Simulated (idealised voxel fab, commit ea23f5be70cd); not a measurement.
This is a process module. Its name is voxel tone inversion.
Pictured: cross-section cut, 200 nm wide, on a grid of 5 nm square cells.
How to read a cross-section here: the picture is a grid of square cells, written as bands going from the top down, and any band can span one or more rows of cells. Quick guide to a band line: top height, bottom height (nm) up front; then every material left to right with its width in nm. Only one material and it's marked "edge to edge"? Then it fills the band edge to edge. And "empty" just means empty space. It should be noted that heights are counted from 0, beneath which the wafer as supplied is of one material throughout, and that the lowest band possesses no lower boundary but continues downward, as written in "0 -> down". A width given as "30 to 40" starts at the first number in the band's top row and ends at the second number in its bottom row, shifting by an equal amount at every step from row to row. Step marked "no alterations made"? Then no cell in the cross-section changed in it. What "Enclosed voids" gives you is every empty space of 8 cells or more that is cut off from the top. Each appears as width x height at distance, with the distance taken from the left edge and width, height and distance all in nm. On a step's line, text after the settings is the simulator commenting on that step. For masked steps, "overlay nm" on the step line gives how far right of plan the mask actually lay; a minus sign means it lay to the left.

# Planned step list for the process
1) RECEIVE, material Si
2) CONFORMAL_DEP, material SiN, thk nm 5
3) DIRECTIONAL_DEP, material aC, thk nm 20
4) PATTERN, tone cover, mask id POSTS, material resist, width nm 20, pitch nm 35, thk nm 30, overlay nm 0
5) DIRECTIONAL_ETCH, etch materials aC, depth nm 20
6) STRIP, etch materials resist
7) FILL_DEP, material SiO2, thk nm 10
8) CMP, height nm 25
9) STRIP, etch materials aC
10) CONFORMAL_DEP, material TiN, thk nm 5
11) FILL_DEP, material W, thk nm 10
12) CMP, height nm 25
13) CONFORMAL_DEP, material SiCN, thk nm 5

# Of two wafers, the first: run according to plan

# Cross-section of the wafer upon arrival, representing the state reached after step 1
    0 -> down  Si edge to edge
    Enclosed voids: none

# Cross-section through the wafer, step 2 finished
    5 -> 0  SiN edge to edge
    Below 0, the layers are the same as they were.

# Cross-section through the wafer, step 3 finished
    25 -> 5  aC edge to edge
    Below 5, the layers are the same as they were.

# Cross-section through the wafer, step 4 finished
    55 -> 25  empty (55); resist (20); empty (15); resist (20); empty (15); resist (20); empty (55)
    Below 25, the layers are the same as they were.

# Cross-section through the wafer, step 5 finished
    35 -> 25  empty (55); resist (20); empty (15); resist (20); empty (15); resist (20); empty (55)
    25 -> 5  empty (55); aC (20); empty (15); aC (20); empty (15); aC (20); empty (55)
    Below 5, the layers are the same as they were.

# Cross-section through the wafer, step 6 finished
    25 -> 5  empty (55); aC (20); empty (15); aC (20); empty (15); aC (20); empty (55)
    Below 5, the layers are the same as they were.

# Cross-section through the wafer, step 7 finished
    35 -> 25  SiO2 edge to edge
    25 -> 5  SiO2 (55); aC (20); SiO2 (15); aC (20); SiO2 (15); aC (20); SiO2 (55)
    Below 5, the layers are the same as they were.

# Cross-section through the wafer, step 8 finished
    25 -> 5  SiO2 (55); aC (20); SiO2 (15); aC (20); SiO2 (15); aC (20); SiO2 (55)
    Below 5, the layers are the same as they were.

# Cross-section through the wafer, step 9 finished
    25 -> 5  SiO2 (55); empty (20); SiO2 (15); empty (20); SiO2 (15); empty (20); SiO2 (55)
    Below 5, the layers are the same as they were.

# Cross-section through the wafer, step 10 finished
    30 -> 25  TiN (60); empty (10); TiN (25); empty (10); TiN (25); empty (10); TiN (60)
    25 -> 10  SiO2 (55); TiN (5); empty (10); TiN (5); SiO2 (15); TiN (5); empty (10); TiN (5); SiO2 (15); TiN (5); empty (10); TiN (5); SiO2 (55)
    10 -> 5  SiO2 (55); TiN (20); SiO2 (15); TiN (20); SiO2 (15); TiN (20); SiO2 (55)
    Below 5, the layers are the same as they were.

# Cross-section through the wafer, step 11 finished
    40 -> 30  W edge to edge
    30 -> 25  TiN (60); W (10); TiN (25); W (10); TiN (25); W (10); TiN (60)
    25 -> 10  SiO2 (55); TiN (5); W (10); TiN (5); SiO2 (15); TiN (5); W (10); TiN (5); SiO2 (15); TiN (5); W (10); TiN (5); SiO2 (55)
    Below 10, the layers are the same as they were.

# Cross-section through the wafer, step 12 finished
    25 -> 10  SiO2 (55); TiN (5); W (10); TiN (5); SiO2 (15); TiN (5); W (10); TiN (5); SiO2 (15); TiN (5); W (10); TiN (5); SiO2 (55)
    Below 10, the layers are the same as they were.

# Cross-section through the wafer, step 13 finished
    30 -> 25  SiCN edge to edge
    Below 25, the layers are the same as they were.

# Second wafer. Start and plan as for the first. One mistake made in running. Agrees with the first up to and including step 3

# when step 4 should have ended
    55 -> 25  empty (60); resist (15); empty (20); resist (15); empty (20); resist (15); empty (55)
    Below 25, the layers are the same as they were.

# when step 5 should have ended
    35 -> 25  empty (60); resist (15); empty (20); resist (15); empty (20); resist (15); empty (55)
    25 -> 5  empty (60); aC (15); empty (20); aC (15); empty (20); aC (15); empty (55)
    Below 5, the layers are the same as they were.

# when step 6 should have ended
    25 -> 5  empty (60); aC (15); empty (20); aC (15); empty (20); aC (15); empty (55)
    Below 5, the layers are the same as they were.

# when step 7 should have ended
    35 -> 25  SiO2 edge to edge
    25 -> 5  SiO2 (60); aC (15); SiO2 (20); aC (15); SiO2 (20); aC (15); SiO2 (55)
    Below 5, the layers are the same as they were.

# when step 8 should have ended
    25 -> 5  SiO2 (60); aC (15); SiO2 (20); aC (15); SiO2 (20); aC (15); SiO2 (55)
    Below 5, the layers are the same as they were.

# when step 9 should have ended
    25 -> 5  SiO2 (60); empty (15); SiO2 (20); empty (15); SiO2 (20); empty (15); SiO2 (55)
    Below 5, the layers are the same as they were.

# when step 10 should have ended
    30 -> 25  TiN (65); empty (5); TiN (30); empty (5); TiN (30); empty (5); TiN (60)
    25 -> 10  SiO2 (60); TiN (5); empty (5); TiN (5); SiO2 (20); TiN (5); empty (5); TiN (5); SiO2 (20); TiN (5); empty (5); TiN (5); SiO2 (55)
    10 -> 5  SiO2 (60); TiN (15); SiO2 (20); TiN (15); SiO2 (20); TiN (15); SiO2 (55)
    Below 5, the layers are the same as they were.

# when step 11 should have ended
    40 -> 30  W edge to edge
    30 -> 25  TiN (65); W (5); TiN (30); W (5); TiN (30); W (5); TiN (60)
    25 -> 10  SiO2 (60); TiN (5); W (5); TiN (5); SiO2 (20); TiN (5); W (5); TiN (5); SiO2 (20); TiN (5); W (5); TiN (5); SiO2 (55)
    Below 10, the layers are the same as they were.

# when step 12 should have ended
    25 -> 10  SiO2 (60); TiN (5); W (5); TiN (5); SiO2 (20); TiN (5); W (5); TiN (5); SiO2 (20); TiN (5); W (5); TiN (5); SiO2 (55)
    Below 10, the layers are the same as they were.

# when step 13 should have ended
    30 -> 25  SiCN edge to edge
    Below 25, the layers are the same as they were.
Diagnosis: the process deviated at step 4: the operation and settings actually run there were PATTERN, tone cover, mask id POSTS, material resist, width nm 15, pitch nm 35, thk nm 30, overlay nm 0
Per the end-of-run cell counts, the second wafer holds more or fewer of some materials than the first: +12 SiO2 | -3 TiN | -9 W
